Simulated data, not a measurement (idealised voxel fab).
process module | voxel trench capacitor
cross-section cut | 260 nm wide | cells 5 nm
A cross-section is a grid of square cells, given in bands from the top down. A band is one or more rows of cells.
Each band's line starts with the height of the band's top and of its bottom, in nm. Then come its materials from left to right, each with its width in nm. One material with "throughout" fills the band from edge to edge. "air" is empty space.
Height 0 is the level under which the wafer as received is all one material. The lowest band goes on downwards, as in "0 down".
A width such as "30 to 40" changes by the same amount from each row of cells to the next, from the band's top row to its bottom row.
"no change" after a step means that no cell of the cross-section changed.
closed voids: empty space of 8 cells or more with no open way to the top, each as width x height at its distance from the left edge, in nm
after a step's settings: what the simulator itself notes on the step
overlay nm, on a step with a mask: how far to the right of its planned place the mask lay; to the left if negative
plan
1 op RECEIVE | material Si
2 op CONFORMAL_DEP | material SiN | thk nm 5
3 op MASKED_ETCH | tone open | mask id TRENCH | width nm 15 | pitch nm 40 | etch materials SiN | depth nm 5 | overlay nm 0
4 op MASKED_ETCH | tone open | mask id TRENCH | width nm 15 | pitch nm 40 | etch materials Si | depth nm 40 | overlay nm 0
5 op CONFORMAL_DEP | material Al2O3 | thk nm 5
6 op FILL_DEP | material polySi | thk nm 5
7 op CMP | height nm 5
as received, after step 1
  0 down: Si throughout
  closed voids: none
first wafer at the end, as planned
  5 to 0: SiN 100 | Al2O3 5 | polySi 5 | Al2O3 5 | SiN 25 | Al2O3 5 | polySi 5 | Al2O3 5 | SiN 105
  0 to -35: Si 100 | Al2O3 5 | polySi 5 | Al2O3 5 | Si 25 | Al2O3 5 | polySi 5 | Al2O3 5 | Si 105
  -35 to -40: Si 100 | Al2O3 15 | Si 25 | Al2O3 15 | Si 105
  -40 down: Si throughout
  closed voids: none
second wafer at the end: like start, like plan, one mistake
  5 to 0: SiN 100 | Al2O3 15 | SiN 25 | Al2O3 15 | SiN 105
  0 to -40: Si 110 | Al2O3 5 | Si 35 | Al2O3 5 | Si 105
  -40 down: Si throughout
  closed voids: none
what went wrong: step 4 ran as: op MASKED_ETCH | tone open | mask id TRENCH | width nm 15 | pitch nm 40 | etch materials Si | depth nm 40 | overlay nm 10
at the end the second wafer has, in cells: 16 fewer of Al2O3 | 32 more of Si | 16 fewer of polySi
